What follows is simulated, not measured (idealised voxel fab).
The following is a process module called voxel self aligned contacts.
We display cut, a cross-section 260 nm in width whose square cells are each 5 nm.
Notation: cross-section as square-cell grid; stated in bands, top first, going down; one or more cell rows per band. Within each band entry, the heights of the top and of the bottom of the band appear first, in that order and in nm; the materials of the band then follow from left to right, each with its corresponding width in nm. The designation "full width" on a single material indicates that it fills the band from edge to edge; the designation "air" indicates empty space. Zero point of the height axis is 0; under it, received wafer = one material. Lowest band: continues down indefinitely, "from 0 down". When a width is written as two numbers, as in "30..40", the first number is the width in the top row of cells of the band and the second is the width in its bottom row, and the width changes by the same amount from each row to the next. Where a step carries "no modification", the cross-section came out of it unchanged, cell for cell. Listed in "Enclosed cavity list": every empty space of 8 or more cells without an open way to the top. Form: width x height at distance, the distance being from the left edge, all in nm. Note: text after step settings on the step line = simulator remark on that step. overlay nm: right-of-plan distance of the mask on a masked step; negative values mean left-of-plan.
Steps planned for the process
1 RECEIVE with material Si
2 CONFORMAL_DEP with material SiO2, thk nm 5
3 DIRECTIONAL_DEP with material polySi, thk nm 25
4 DIRECTIONAL_DEP with material SiN, thk nm 20
5 DIRECTIONAL_DEP with material aC, thk nm 10
6 PATTERN with tone cover, mask id GATE, material resist, width nm 25, pitch nm 70, thk nm 25, overlay nm 0
7 DIRECTIONAL_ETCH with etch materials aC, depth nm 10
8 STRIP with etch materials resist
9 DIRECTIONAL_ETCH with etch materials SiN, depth nm 20
10 DIRECTIONAL_ETCH with etch materials polySi, depth nm 25
11 STRIP with etch materials aC
12 CONFORMAL_DEP with material SiN, thk nm 10
13 DIRECTIONAL_ETCH with etch materials SiN, depth nm 10
14 FILL_DEP with material SiO2, thk nm 15
15 CMP with height nm 55
16 MASKED_ETCH with tone open, mask id CONTACT, width nm 55, etch materials SiO2, depth nm 55, overlay nm 0
17 CONFORMAL_DEP with material TiN, thk nm 5
18 FILL_DEP with material W, thk nm 5
19 CMP with height nm 55
20 CONFORMAL_DEP with material SiCN, thk nm 5
So this is the incoming wafer in cross-section - it's already been through step 1
  from 0 down  Si full width
  Enclosed cavity list: none
Look at the cross-section after the module: the wafer started out the way shown above and the plan was the one shown above, yet one mistake was made along the way
  from 60 to 55  SiCN full width
  from 55 to 50  SiO2: 100, TiN: 20, W: 15, TiN: 20, SiO2: 105
  from 50 to 30  SiO2: 70, SiN: 45, TiN: 5, W: 15, TiN: 5, SiN: 45, SiO2: 75
  from 30 to 10  SiO2: 70, SiN: 10, polySi: 25, SiN: 10, TiN: 5, W: 15, TiN: 5, SiN: 10, polySi: 25, SiN: 10, SiO2: 75
  from 10 to 5  SiO2: 70, SiN: 10, polySi: 25, SiN: 10, TiN: 25, SiN: 10, polySi: 25, SiN: 10, SiO2: 75
  from 5 to 0  polySi full width
  from 0 down  Si full width
  Enclosed cavity list: none
What was the processing mistake? contrary to plan, step 2 was performed as CONFORMAL_DEP with material polySi, thk nm 5
